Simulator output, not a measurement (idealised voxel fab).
Proc. module: voxel self aligned contacts
This is section cut - it's 185 nm across, gridded in 5 nm square cells.
For the purposes of this document, a cross-section shall be understood as a grid of square cells, specified as bands listed in top-to-bottom order, each band consisting of one or more rows of cells. Band: top height; bottom height; in nm. Then, left to right: material with width in nm, for each material. "full width": a single material spanning edge to edge. "air": empty space. Heights are reckoned from 0. Under this level, the received wafer is all of one material. The bottommost band is open-ended downward, for example "0 down". Width spec "30->40" -> top row of cells at first value, bottom row at second value, equal per-row change in between. Key: "nothing changed" - step with no changed cell in the cross-section. "Closed cavities" specifies each empty space that is not open to the top and that occupies no fewer than 8 cells, using the form width x height at distance, the distance measured from the left edge and all three quantities in nm. Note: text after step settings on the step line = simulator remark on that step. The setting "overlay nm" may be written on the line of a step. When the step uses a mask, the value reports how far to the right of the planned place the mask lay, and a negative value reports that it lay to the left.

Process steps - plan:
1: RECEIVE: material Si
2: CONFORMAL_DEP: material SiO2, thk nm 5
3: DIRECTIONAL_DEP: material polySi, thk nm 25
4: DIRECTIONAL_DEP: material SiN, thk nm 20
5: MASKED_ETCH: tone cover, mask id GATE, width nm 25, pitch nm 55, etch materials SiN, depth nm 20, overlay nm 0
6: MASKED_ETCH: tone cover, mask id GATE, width nm 25, pitch nm 55, etch materials polySi, depth nm 25, overlay nm 0
7: CONFORMAL_DEP: material SiN, thk nm 5
8: DIRECTIONAL_ETCH: etch materials SiN, depth nm 5
9: FILL_DEP: material SiO2, thk nm 15
10: CMP: height nm 60
11: DIRECTIONAL_DEP: material aC, thk nm 15
12: PATTERN: tone open, mask id CONTACT, material resist, width nm 40, thk nm 35, overlay nm 0
13: DIRECTIONAL_ETCH: etch materials aC, depth nm 15
14: STRIP: etch materials resist
15: DIRECTIONAL_ETCH: etch materials SiO2, depth nm 60
16: STRIP: etch materials aC
17: CONFORMAL_DEP: material TiN, thk nm 5
18: FILL_DEP: material Ru, thk nm 10
19: CMP: height nm 60
20: CONFORMAL_DEP: material SiCN, thk nm 5

Incoming wafer, cross-sectional view, post step 1:
- 0 down  Si full width
- Closed cavities: none

As-planned run: cross-section of the first of two wafers at end of module:
- 65 to 60  SiCN full width
- 60 to 50  70 of SiO2 / 5->15 of TiN / 30->10 of Ru / 5->15 of TiN / 75 of SiO2
- 50 to 30  45 of SiO2 / 35 of SiN / 5 of TiN / 10 of Ru / 5 of TiN / 35 of SiN / 50 of SiO2
- 30 to 5  45 of SiO2 / 5 of SiN / 25 of polySi / 5 of SiN / 5 of TiN / 10 of Ru / 5 of TiN / 5 of SiN / 25 of polySi / 5 of SiN / 50 of SiO2
- 5 to 0  80 of SiO2 / 20 of TiN / 85 of SiO2
- 0 down  Si full width
- Closed cavities: none

Second wafer of the two, sectioned at the end of the module. It began like the first and followed the same plan, but one mistake was made while running it:
- 65 to 60  SiCN full width
- 60 to 55  Ru full width
- 55 to 50  40 of Ru / 45 of TiN / 10 of Ru / 45 of TiN / 45 of Ru
- 50 to 30  40 of Ru / 5 of TiN / 35 of SiN / 5 of TiN / 10 of Ru / 5 of TiN / 35 of SiN / 5 of TiN / 45 of Ru
- 30 to 10  40 of Ru / 5 of TiN / 5 of SiN / 25 of polySi / 5 of SiN / 5 of TiN / 10 of Ru / 5 of TiN / 5 of SiN / 25 of polySi / 5 of SiN / 5 of TiN / 45 of Ru
- 10 to 5  45 of TiN / 5 of SiN / 25 of polySi / 5 of SiN / 20 of TiN / 5 of SiN / 25 of polySi / 5 of SiN / 50 of TiN
- 5 to 0  SiO2 full width
- 0 down  Si full width
- Closed cavities: none
Where did the run depart from the plan? step 9 did not happen as planned, as run it was FILL_DEP: material aC, thk nm 15
In the final state, the cell counts of the second wafer exceed or fall short of those of the first for the following materials: Ru: 182 more | SiO2: 225 fewer | TiN: 43 more
